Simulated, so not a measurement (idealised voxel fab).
The name of this process module is voxel transistor to metal.
Cross-section cut: width 275 nm, square cells of 5 nm.
This document writes a cross-section as a grid whose cells are square, and gives it as bands, listed from the top down; one or more rows of cells form a band.
The entry gives the band's vertical extent as a top height and a bottom height in nm, then its horizontal make-up as materials from left to right, each with a width in nm. "blank" stands for empty space; a single material marked "edge to edge" fills the band edge to edge.
Convention: height 0 is the level below which the wafer, as received, is all one material. The lowest band does not terminate at the bottom but continues downward, represented as "0 nm and below".
The notation "30..40" denotes a width that varies across the rows of cells in the band, beginning at the first number in the top row, finishing at the second number in the bottom row, and changing by an identical amount from each row to the next.
Where the words "no alterations made" appear for a step, the cross-section shows no cell changed by that step; every cell remained as before.
"Sealed-off cavities" - sealed voids, min. 8 cells, no opening to top; format: width x height at distance (distance from left edge; nm throughout).
after a step's settings: what the simulator itself notes on the step
A step line may carry the setting "overlay nm", which, for steps involving a mask, states the distance by which the mask lay to the right of its intended position; negative values denote displacement to the left.

[Process steps - plan]
1. RECEIVE | material Si
2. CONFORMAL_DEP | material SiO2 | thk nm 5
3. CONFORMAL_DEP | material SiN | thk nm 10
4. PATTERN | tone cover | mask id ACTIVE | material resist | width nm 105 | pitch nm 125 | thk nm 15 | overlay nm 0
5. DIRECTIONAL_ETCH | etch materials SiN | depth nm 10
6. DIRECTIONAL_ETCH | etch materials SiO2 | depth nm 5
7. DIRECTIONAL_ETCH | etch materials Si | depth nm 25
8. STRIP | etch materials resist
9. OXIDIZE | depth nm 5
10. FILL_DEP | material SiO2 | thk nm 10
11. CMP | height nm 15
12. SELECTIVE_ETCH | etch materials SiO2 | depth nm 10
13. STRIP | etch materials SiN
14. SELECTIVE_ETCH | etch materials SiO2 | depth nm 5
15. OXIDIZE | depth nm 5
16. DIRECTIONAL_DEP | material polySi | thk nm 30
17. DIRECTIONAL_DEP | material SiCN | thk nm 10
18. MASKED_ETCH | tone cover | mask id GATE | width nm 25 | pitch nm 125 | etch materials SiCN | depth nm 20 | overlay nm 0
19. MASKED_ETCH | tone cover | mask id GATE | width nm 25 | pitch nm 125 | etch materials polySi | depth nm 40 | overlay nm 0
20. CONFORMAL_DEP | material SiO2 | thk nm 5
21. DIRECTIONAL_ETCH | etch materials SiO2 | depth nm 5
22. CONFORMAL_DEP | material SiN | thk nm 5
23. DIRECTIONAL_ETCH | etch materials SiN | depth nm 5
24. DIRECTIONAL_ETCH | etch materials SiO2 | depth nm 5
25. DIRECTIONAL_ETCH | etch materials Si | depth nm 15
26. EPI | material SiGe | thk nm 20
27. FILL_DEP | material SiO2 | thk nm 5
28. CMP | height nm 30
29. STRIP | etch materials polySi
30. SELECTIVE_ETCH | etch materials SiO2 | depth nm 5
31. CONFORMAL_DEP | material HfO2 | thk nm 5
32. CONFORMAL_DEP | material TiN | thk nm 5
33. FILL_DEP | material W | thk nm 5
34. CMP | height nm 25
35. DIRECTIONAL_DEP | material SiO2 | thk nm 10
36. PATTERN | tone open | mask id CONTACT | material resist | width nm 20 | thk nm 20 | overlay nm 0
37. DIRECTIONAL_ETCH | etch materials SiO2 | depth nm 35
38. STRIP | etch materials resist
39. CONFORMAL_DEP | material TiN | thk nm 5
40. FILL_DEP | material Ru | thk nm 10
41. CMP | height nm 35
42. DIRECTIONAL_DEP | material TiN | thk nm 5
43. DIRECTIONAL_DEP | material Ru | thk nm 25
44. DIRECTIONAL_DEP | material aC | thk nm 10
45. PATTERN | tone cover | mask id METAL_1 | material resist | width nm 20 | thk nm 30 | overlay nm 0
46. DIRECTIONAL_ETCH | etch materials aC | depth nm 10
47. STRIP | etch materials resist
48. DIRECTIONAL_ETCH | etch materials Ru | depth nm 25
49. DIRECTIONAL_ETCH | etch materials TiN | depth nm 5
50. STRIP | etch materials aC
51. CONFORMAL_DEP | material SiN | thk nm 5
52. FILL_DEP | material lowk | thk nm 10
53. CMP | height nm 65
54. CONFORMAL_DEP | material SiCN | thk nm 5

[Incoming wafer, cross-sectional view, post step 1]
> 0 nm and below: Si edge to edge
> Sealed-off cavities: none

[The following cross-section depicts the wafer upon conclusion of the module. Processing commenced from the starting condition illustrated above and adhered to the plan illustrated above, save for one mistake in execution]
> 70 nm to 65 nm: SiCN edge to edge
> 65 nm to 40 nm: 20 lowk; 5 SiN; 20 Ru; 5 SiN; 45 lowk; 5 SiN; 20 Ru; 5 SiN; 20 lowk; 5 SiN; 20 Ru; 5 SiN; 45 lowk; 5 SiN; 20 Ru; 5 SiN; 25 lowk
> 40 nm to 35 nm: 25 SiN; 20 TiN; 55 SiN; 20 TiN; 30 SiN; 20 TiN; 55 SiN; 20 TiN; 30 SiN
> 35 nm to 25 nm: 25 SiO2; 5 TiN; 10 Ru; 5 TiN; 55 SiO2; 5 TiN; 10 Ru; 5 TiN; 30 SiO2; 5 TiN; 10 Ru; 5 TiN; 55 SiO2; 5 TiN; 10 Ru; 5 TiN; 30 SiO2
> 25 nm to 20 nm: 25 SiO2; 5 TiN; 10 Ru; 5 TiN; 5 SiO2; 5 SiN; 5 W; 5 TiN; 15 W; 5 TiN; 5 W; 5 SiN; 5 SiO2; 5 TiN; 10 Ru; 5 TiN; 30 SiO2; 5 TiN; 10 Ru; 5 TiN; 5 SiO2; 5 SiN; 5 W; 5 TiN; 15 W; 5 TiN; 5 W; 5 SiN; 5 SiO2; 5 TiN; 10 Ru; 5 TiN; 30 SiO2
> 20 nm to 15 nm: 25 SiO2; 20 TiN; 5 SiO2; 5 SiN; 5 W; 5 TiN; 15 W; 5 TiN; 5 W; 5 SiN; 5 SiO2; 20 TiN; 30 SiO2; 20 TiN; 5 SiO2; 5 SiN; 5 W; 5 TiN; 15 W; 5 TiN; 5 W; 5 SiN; 5 SiO2; 20 TiN; 30 SiO2
> 15 nm to 5 nm: 25 SiO2; 5 TiN; 20 SiGe; 5 SiN; 5 W; 5 TiN; 15 W; 5 TiN; 5 W; 5 SiN; 20 SiGe; 5 TiN; 30 SiO2; 5 TiN; 20 SiGe; 5 SiN; 5 W; 5 TiN; 15 W; 5 TiN; 5 W; 5 SiN; 20 SiGe; 5 TiN; 30 SiO2
> 5 nm to 0 nm: 25 SiO2; 5 TiN; 20 SiGe; 5 SiN; 5 W; 25 TiN; 5 W; 5 SiN; 20 SiGe; 5 TiN; 30 SiO2; 5 TiN; 20 SiGe; 5 SiN; 5 W; 25 TiN; 5 W; 5 SiN; 20 SiGe; 5 TiN; 30 SiO2
> 0 nm to -5 nm: 20 SiO2; 30 SiGe; 5 SiO2; 35 W; 5 SiO2; 30 SiGe; 20 SiO2; 30 SiGe; 5 SiO2; 35 W; 5 SiO2; 30 SiGe; 25 SiO2
> -5 nm to -20 nm: 25 SiO2; 25 SiGe; 45 Si; 25 SiGe; 30 SiO2; 25 SiGe; 45 Si; 25 SiGe; 30 SiO2
> -20 nm to -30 nm: 25 SiO2; 95 Si; 30 SiO2; 95 Si; 30 SiO2
> -30 nm and below: Si edge to edge
> Sealed-off cavities: none
Short version of what went wrong: step 31: run off-plan, actual operation and settings CONFORMAL_DEP | material W | thk nm 5
